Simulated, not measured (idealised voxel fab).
Module name: voxel self aligned vias (process module)
It is cross-section cut that appears here, measuring 225 nm in width, its square cells being 5 nm in size.
How to read a cross-section here: the picture is a grid of square cells, written as bands going from the top down, and any band can span one or more rows of cells. Within each band entry, the heights of the top and of the bottom of the band appear first, in that order and in nm; the materials of the band then follow from left to right, each with its corresponding width in nm. The designation "all across" on a single material indicates that it fills the band from edge to edge; the designation "air" indicates empty space. The level at which height equals 0 is the one under which the wafer, as it arrives, is entirely one material. No lower edge exists for the bottom band, which continues downward and is notated as in "top 0, no bottom". Width "30->40": first value at the band's top row of cells, second value at its bottom row, equal change from row to row. No cell of the cross-section changed in a step that is given as "changes: none". Empty spaces without an open route to the top, at least 8 cells in extent, make up the entry "Completely enclosed voids"; each is given as width x height at distance, where the distance is measured from the left edge, and all are in nm. Anything after a step's settings on that line? It's the simulator's own note about the step. Regarding "overlay nm": on a step with a mask, it is the distance the mask lay to the right of its planned place; a negative value places it to the left.
PROCESS STEPS - PLAN
1) RECEIVE with material Si
2) CONFORMAL_DEP with material SiO2, thk nm 15
3) CONFORMAL_DEP with material SiCN, thk nm 5
4) DIRECTIONAL_DEP with material SiO2, thk nm 30
5) DIRECTIONAL_DEP with material aC, thk nm 15
6) PATTERN with tone open, mask id LINES, material resist, width nm 20, pitch nm 55, thk nm 30, overlay nm 0
7) DIRECTIONAL_ETCH with etch materials aC, depth nm 15
8) STRIP with etch materials resist
9) DIRECTIONAL_ETCH with etch materials SiO2, depth nm 30
10) STRIP with etch materials aC
11) CONFORMAL_DEP with material TiN, thk nm 5
12) FILL_DEP with material Ru, thk nm 5
13) CMP with height nm 50
14) SELECTIVE_ETCH with etch materials W Ru TiN, depth nm 5
15) FILL_DEP with material SiN, thk nm 10
16) CMP with height nm 50
17) DIRECTIONAL_DEP with material SiO2, thk nm 15
18) PATTERN with tone open, mask id VIAS, material resist, width nm 40, pitch nm 55, thk nm 15, overlay nm 0
19) DIRECTIONAL_ETCH with etch materials SiO2, depth nm 15
20) DIRECTIONAL_ETCH with etch materials SiN, depth nm 5
21) STRIP with etch materials resist
22) CONFORMAL_DEP with material TiN, thk nm 5
23) FILL_DEP with material Cu, thk nm 5
24) CMP with height nm 65
25) CONFORMAL_DEP with material SiN, thk nm 5
CROSS-SECTION OF THE WAFER AT RECEIPT, WHICH IS THE CONDITION AFTER STEP 1
	top 0, no bottom  Si all across
	Completely enclosed voids: none
THE FOLLOWING CROSS-SECTION DEPICTS THE WAFER UPON CONCLUSION OF THE MODULE. PROCESSING COMMENCED FROM THE STARTING CONDITION ILLUSTRATED ABOVE AND ADHERED TO THE PLAN ILLUSTRATED ABOVE, SAVE FOR ONE MISTAKE IN EXECUTION
	top 70, bottom 65  SiN all across
	top 65, bottom 55  SiO2=65 / TiN=5 / Cu=30 / TiN=5 / SiO2=15 / TiN=5 / Cu=30 / TiN=5 / SiO2=65
	top 55, bottom 50  SiO2=65 / TiN=20 / Cu=10 / TiN=10 / SiO2=15 / TiN=20 / Cu=10 / TiN=10 / SiO2=65
	top 50, bottom 45  SiO2=80 / TiN=20 / SiO2=35 / TiN=20 / SiO2=70
	top 45, bottom 25  SiO2=80 / TiN=5 / Ru=10 / TiN=5 / SiO2=35 / TiN=5 / Ru=10 / TiN=5 / SiO2=70
	top 25, bottom 20  SiO2=80 / TiN=20 / SiO2=35 / TiN=20 / SiO2=70
	top 20, bottom 15  SiCN all across
	top 15, bottom 0  SiO2 all across
	top 0, no bottom  Si all across
	Completely enclosed voids: none
Deviation noted in wafer processing: planned and actual differ for step 6; actual: PATTERN with tone open, mask id LINES, material resist, width nm 20, pitch nm 55, thk nm 30, overlay nm 5
